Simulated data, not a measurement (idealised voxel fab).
Process module heading - voxel self aligned vias
Xsec cut, 180 nm wide, square cell size 5 nm.
For the purposes of this document, a cross-section shall be understood as a grid of square cells, specified as bands listed in top-to-bottom order, each band consisting of one or more rows of cells. Basically the band line says how high the top is and how high the bottom is, in nm, and then what's in it from left to right, every material with its width in nm. Empty space shows up as "blank", and if a single material carries "full width" it runs the full band edge to edge. Height datum 0, below which the as-received substrate wafer is one material. Lowest band open at the bottom, running downward: "0 nm and below". Top row gets the first number, bottom row gets the second, and each row in between changes by the same step: that is how a band width like "30->40" works. "no modification", as given for a step, is the statement that not any cell of the cross-section underwent a change during that step. This entry, "Fully sealed cavities", enumerates those empty regions of no fewer than 8 cells that possess no open connection to the top. Each region is reported in the form width x height at distance, the distance being taken from the left edge, with all three quantities expressed in nm. It should be noted that, on the line of a given step, the content following the step's settings is a remark produced by the simulator itself with respect to that step. Steps that use a mask can have "overlay nm" on their line. It says how far the mask sat to the right of where it was meant to be. Negative means to the left.

Plan:
step 1: RECEIVE with material Si
step 2: CONFORMAL_DEP with material SiO2, thk nm 10
step 3: CONFORMAL_DEP with material SiCN, thk nm 5
step 4: DIRECTIONAL_DEP with material lowk, thk nm 25
step 5: DIRECTIONAL_DEP with material aC, thk nm 15
step 6: PATTERN with tone open, mask id LINES, material resist, width nm 30, pitch nm 55, thk nm 30, overlay nm 0
step 7: DIRECTIONAL_ETCH with etch materials aC, depth nm 15
step 8: STRIP with etch materials resist
step 9: DIRECTIONAL_ETCH with etch materials lowk, depth nm 25
step 10: STRIP with etch materials aC
step 11: CONFORMAL_DEP with material TiN, thk nm 5
step 12: FILL_DEP with material Ru, thk nm 5
step 13: CMP with height nm 40
step 14: SELECTIVE_ETCH with etch materials W Ru TiN, depth nm 10
step 15: FILL_DEP with material SiN, thk nm 5
step 16: CMP with height nm 40
step 17: DIRECTIONAL_DEP with material lowk, thk nm 20
step 18: DIRECTIONAL_DEP with material aC, thk nm 10
step 19: PATTERN with tone open, mask id VIAS, material resist, width nm 40, pitch nm 55, thk nm 30, overlay nm 0
step 20: DIRECTIONAL_ETCH with etch materials aC, depth nm 10
step 21: STRIP with etch materials resist
step 22: DIRECTIONAL_ETCH with etch materials lowk, depth nm 20
step 23: DIRECTIONAL_ETCH with etch materials SiN, depth nm 10
step 24: STRIP with etch materials aC
step 25: CONFORMAL_DEP with material TiN, thk nm 5
step 26: FILL_DEP with material Cu, thk nm 5
step 27: CMP with height nm 60
step 28: CONFORMAL_DEP with material SiCN, thk nm 5

Wafer as received: cross-section following step 1:
> 0 nm and below: Si full width
> Fully sealed cavities: none

The module was run from the start shown above using the plan shown above, but one mistake was made doing it; the resulting wafer cross-section is below:
> 65 nm to 60 nm: SiCN full width
> 60 nm to 45 nm: 40 nm lowk, 5 nm TiN, 30 nm Cu, 5 nm TiN, 15 nm lowk, 5 nm TiN, 30 nm Cu, 5 nm TiN, 45 nm lowk
> 45 nm to 40 nm: 40 nm lowk, 5 nm TiN, 15 nm Cu, 20 nm TiN, 15 nm lowk, 5 nm TiN, 15 nm Cu, 20 nm TiN, 45 nm lowk
> 40 nm to 35 nm: 35 nm lowk, 5 nm SiN, 5 nm TiN, 15 nm Cu, 5 nm TiN, 25 nm lowk, 5 nm SiN, 5 nm TiN, 15 nm Cu, 5 nm TiN, 60 nm lowk
> 35 nm to 30 nm: 35 nm lowk, 5 nm SiN, 25 nm TiN, 25 nm lowk, 5 nm SiN, 25 nm TiN, 60 nm lowk
> 30 nm to 20 nm: 35 nm lowk, 5 nm TiN, 20 nm Ru, 5 nm TiN, 25 nm lowk, 5 nm TiN, 20 nm Ru, 5 nm TiN, 60 nm lowk
> 20 nm to 15 nm: 35 nm lowk, 30 nm TiN, 25 nm lowk, 30 nm TiN, 60 nm lowk
> 15 nm to 10 nm: SiCN full width
> 10 nm to 0 nm: SiO2 full width
> 0 nm and below: Si full width
> Fully sealed cavities: none
Short version of what went wrong: in deviation from the planned setting, step 6 was conducted as PATTERN with tone open, mask id LINES, material resist, width nm 30, pitch nm 55, thk nm 30, overlay nm -10
